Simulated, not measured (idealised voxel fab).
Module name: voxel spacer lines (process module)
cross-section cut | 295 nm wide | cells 5 nm
A cross-section is written here as square cells arranged in a grid, and it is given in bands from the top down, each band taking up one or more rows of cells.
Read a band's entry like this: the first values are the height of its top and the height of its bottom in nm, and what follows is the sequence of materials from left to right, each with its width in nm. Note that "air" is empty space, and that a single material marked "all across" reaches across the band from edge to edge.
Heights are measured from 0, the level below which the as-received wafer is all one material; the lowest band has no bottom and continues downward, written as in "0..down".
Quick explanation for "30->40": the width changes in equal steps down the rows of cells, from the first number in the band's top row to the second number in its bottom row.
No cell of the cross-section changed in a step that is given as "no modification".
Voids not open to the top, 8 cells minimum: see "Trapped voids". Written width x height at distance; distance is from the left edge; nm.
Where a step's line continues beyond its settings, the continuation is a remark by the simulator itself on that step.
You can add "overlay nm" to a step's line. For a step with a mask, it describes how far the mask lay to the right of its planned position, and a negative number describes a lay to the left.

### Planned process steps
1) RECEIVE, material Si
2) CONFORMAL_DEP, material SiO2, thk nm 5
3) DIRECTIONAL_DEP, material W, thk nm 15
4) DIRECTIONAL_DEP, material polySi, thk nm 20
5) PATTERN, tone cover, mask id MANDREL, material resist, width nm 15, pitch nm 60, thk nm 25, overlay nm 0
6) DIRECTIONAL_ETCH, etch materials polySi, depth nm 20
7) STRIP, etch materials resist
8) CONFORMAL_DEP, material SiN, thk nm 15
9) DIRECTIONAL_ETCH, etch materials SiN, depth nm 15
10) STRIP, etch materials polySi
11) DIRECTIONAL_ETCH, etch materials W, depth nm 15
12) STRIP, etch materials SiN

### So, the first of our two wafers, run just as we planned it

### Step 1 complete: cross-section of the wafer as received
    0..down | Si all across
    Trapped voids: none

### Sectional view: wafer, after step 2
    5..0 | SiO2 all across
    Beneath the level 0, the cross-section is identical to its previous state.

### Sectional view: wafer, after step 3
    20..5 | W all across
    Beneath the level 5, the cross-section is identical to its previous state.

### Sectional view: wafer, after step 4
    40..20 | polySi all across
    Beneath the level 20, the cross-section is identical to its previous state.

### Sectional view: wafer, after step 5
    65..40 | air: 80  resist: 15  air: 45  resist: 15  air: 45  resist: 15  air: 80
    Beneath the level 40, the cross-section is identical to its previous state.

### Sectional view: wafer, after step 6
    65..40 | air: 80  resist: 15  air: 45  resist: 15  air: 45  resist: 15  air: 80
    40..20 | air: 80  polySi: 15  air: 45  polySi: 15  air: 45  polySi: 15  air: 80
    Beneath the level 20, the cross-section is identical to its previous state.

### Sectional view: wafer, after step 7
    40..20 | air: 80  polySi: 15  air: 45  polySi: 15  air: 45  polySi: 15  air: 80
    Beneath the level 20, the cross-section is identical to its previous state.

### Sectional view: wafer, after step 8
    55..40 | air: 65  SiN: 45  air: 15  SiN: 45  air: 15  SiN: 45  air: 65
    40..35 | air: 65  SiN: 15  polySi: 15  SiN: 15  air: 15  SiN: 15  polySi: 15  SiN: 15  air: 15  SiN: 15  polySi: 15  SiN: 15  air: 65
    35..20 | SiN: 80  polySi: 15  SiN: 45  polySi: 15  SiN: 45  polySi: 15  SiN: 80
    Beneath the level 20, the cross-section is identical to its previous state.

### Sectional view: wafer, after step 9
    40..20 | air: 65  SiN: 15  polySi: 15  SiN: 15  air: 15  SiN: 15  polySi: 15  SiN: 15  air: 15  SiN: 15  polySi: 15  SiN: 15  air: 65
    Beneath the level 20, the cross-section is identical to its previous state.

### Sectional view: wafer, after step 10
    40..20 | air: 65  SiN: 15  air: 15  SiN: 15  air: 15  SiN: 15  air: 15  SiN: 15  air: 15  SiN: 15  air: 15  SiN: 15  air: 65
    Beneath the level 20, the cross-section is identical to its previous state.

### Sectional view: wafer, after step 11
    40..20 | air: 65  SiN: 15  air: 15  SiN: 15  air: 15  SiN: 15  air: 15  SiN: 15  air: 15  SiN: 15  air: 15  SiN: 15  air: 65
    20..5 | air: 65  W: 15  air: 15  W: 15  air: 15  W: 15  air: 15  W: 15  air: 15  W: 15  air: 15  W: 15  air: 65
    Beneath the level 5, the cross-section is identical to its previous state.

### Sectional view: wafer, after step 12
    20..5 | air: 65  W: 15  air: 15  W: 15  air: 15  W: 15  air: 15  W: 15  air: 15  W: 15  air: 15  W: 15  air: 65
    Beneath the level 5, the cross-section is identical to its previous state.

### Wafer two. Identical start, identical plan. One mistake in execution. Identical history through step 4

### Second wafer profile in section, at the moment step 5 of the plan was meant to be complete
    65..40 | air: 85  resist: 15  air: 45  resist: 15  air: 45  resist: 15  air: 75
    Beneath the level 40, the cross-section is identical to its previous state.

### Second wafer profile in section, at the moment step 6 of the plan was meant to be complete
    65..40 | air: 85  resist: 15  air: 45  resist: 15  air: 45  resist: 15  air: 75
    40..20 | air: 85  polySi: 15  air: 45  polySi: 15  air: 45  polySi: 15  air: 75
    Beneath the level 20, the cross-section is identical to its previous state.

### Second wafer profile in section, at the moment step 7 of the plan was meant to be complete
    40..20 | air: 85  polySi: 15  air: 45  polySi: 15  air: 45  polySi: 15  air: 75
    Beneath the level 20, the cross-section is identical to its previous state.

### Second wafer profile in section, at the moment step 8 of the plan was meant to be complete
    55..40 | air: 70  SiN: 45  air: 15  SiN: 45  air: 15  SiN: 45  air: 60
    40..35 | air: 70  SiN: 15  polySi: 15  SiN: 15  air: 15  SiN: 15  polySi: 15  SiN: 15  air: 15  SiN: 15  polySi: 15  SiN: 15  air: 60
    35..20 | SiN: 85  polySi: 15  SiN: 45  polySi: 15  SiN: 45  polySi: 15  SiN: 75
    Beneath the level 20, the cross-section is identical to its previous state.

### Second wafer profile in section, at the moment step 9 of the plan was meant to be complete
    40..20 | air: 70  SiN: 15  polySi: 15  SiN: 15  air: 15  SiN: 15  polySi: 15  SiN: 15  air: 15  SiN: 15  polySi: 15  SiN: 15  air: 60
    Beneath the level 20, the cross-section is identical to its previous state.

### Second wafer profile in section, at the moment step 10 of the plan was meant to be complete
    40..20 | air: 70  SiN: 15  air: 15  SiN: 15  air: 15  SiN: 15  air: 15  SiN: 15  air: 15  SiN: 15  air: 15  SiN: 15  air: 60
    Beneath the level 20, the cross-section is identical to its previous state.

### Second wafer profile in section, at the moment step 11 of the plan was meant to be complete
    40..20 | air: 70  SiN: 15  air: 15  SiN: 15  air: 15  SiN: 15  air: 15  SiN: 15  air: 15  SiN: 15  air: 15  SiN: 15  air: 60
    20..5 | air: 70  W: 15  air: 15  W: 15  air: 15  W: 15  air: 15  W: 15  air: 15  W: 15  air: 15  W: 15  air: 60
    Beneath the level 5, the cross-section is identical to its previous state.

### Second wafer profile in section, at the moment step 12 of the plan was meant to be complete
    20..5 | air: 70  W: 15  air: 15  W: 15  air: 15  W: 15  air: 15  W: 15  air: 15  W: 15  air: 15  W: 15  air: 60
    Beneath the level 5, the cross-section is identical to its previous state.
Misprocessing identified: off-plan run, step 5, actual operation and settings PATTERN, tone cover, mask id MANDREL, material resist, width nm 15, pitch nm 60, thk nm 25, overlay nm 5
In the final comparison it is observed that the number of cells assigned to each material is identical for the two wafers, whereas their placement is not.
